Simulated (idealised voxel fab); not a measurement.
Process module under the name voxel double patterning
FYI the section here is cut, 220 nm wide, cells are 5 nm squares.
In what follows, cross-sections appear as grids of square cells, described through bands that run from the top down, where every band is one or more rows of cells. It is stipulated that each band's entry specify, in nanometres, the height of the top of the band and then that of its bottom, followed by the materials of the band in left-to-right sequence, each together with its width in nanometres. A single material marked by the word "everywhere" is understood to fill the band from edge to edge; the word "air" is understood to denote empty space. Height 0 is the level under which the wafer as received is all one material. The lowest band goes on downwards, as in "from 0 down". A width given as "30->40" starts at the first number in the band's top row and ends at the second number in its bottom row, shifting by an equal amount at every step from row to row. The designation "no change occurred", where it is given for a processing step, indicates that no cell of the cross-section was altered in the course of that step. "Fully enclosed voids": sealed empty spaces, 8 cells or more, no open way to top, listed width x height at distance, with distance from the left edge and width, height and distance in nm. Read whatever lies past the settings on a step's line as the simulator's own remark about the step. Regarding "overlay nm": on a step with a mask, it is the distance the mask lay to the right of its planned place; a negative value places it to the left.

### Process steps (planned)
step 1: RECEIVE with material Si
step 2: CONFORMAL_DEP with material SiO2, thk nm 10
step 3: DIRECTIONAL_DEP with material TiN, thk nm 20
step 4: DIRECTIONAL_DEP with material SiCN, thk nm 5
step 5: MASKED_ETCH with tone open, mask id FIRST, width nm 15, pitch nm 50, etch materials SiCN, depth nm 5, overlay nm 0
step 6: DIRECTIONAL_DEP with material aC, thk nm 15
step 7: PATTERN with tone open, mask id SECOND, material resist, width nm 15, pitch nm 50, thk nm 35, overlay nm 0
step 8: DIRECTIONAL_ETCH with etch materials aC, depth nm 15
step 9: STRIP with etch materials resist
step 10: DIRECTIONAL_ETCH with etch materials SiCN, depth nm 5
step 11: STRIP with etch materials aC
step 12: DIRECTIONAL_ETCH with etch materials TiN, depth nm 20
step 13: STRIP with etch materials SiCN

### As-received wafer cross-section (after step 1)
> from 0 down  Si everywhere
> Fully enclosed voids: none

### The first of the two wafers as seen in cross-section once the module was finished; processing followed the plan
> from 30 to 10  TiN: 50  air: 15  TiN: 10  air: 15  TiN: 10  air: 15  TiN: 10  air: 15  TiN: 10  air: 15  TiN: 55
> from 10 to 0  SiO2 everywhere
> from 0 down  Si everywhere
> Fully enclosed voids: none

### Presented here is a cross-section of the second of the two wafers as it stood at the end of the module. It was started in the same manner and assigned the same plan as the first wafer; however, one mistake was made in its execution
> from 35 to 15  TiN: 50  air: 15  TiN: 10  air: 15  TiN: 10  air: 15  TiN: 10  air: 15  TiN: 10  air: 15  TiN: 55
> from 15 to 10  TiN everywhere
> from 10 to 0  SiO2 everywhere
> from 0 down  Si everywhere
> Fully enclosed voids: none
Against the plan, the run slipped here: planned and actual differ for step 3; actual: DIRECTIONAL_DEP with material TiN, thk nm 25
FYI, end of process, the second wafer has more or fewer cells of some materials than the first: 44 more of TiN
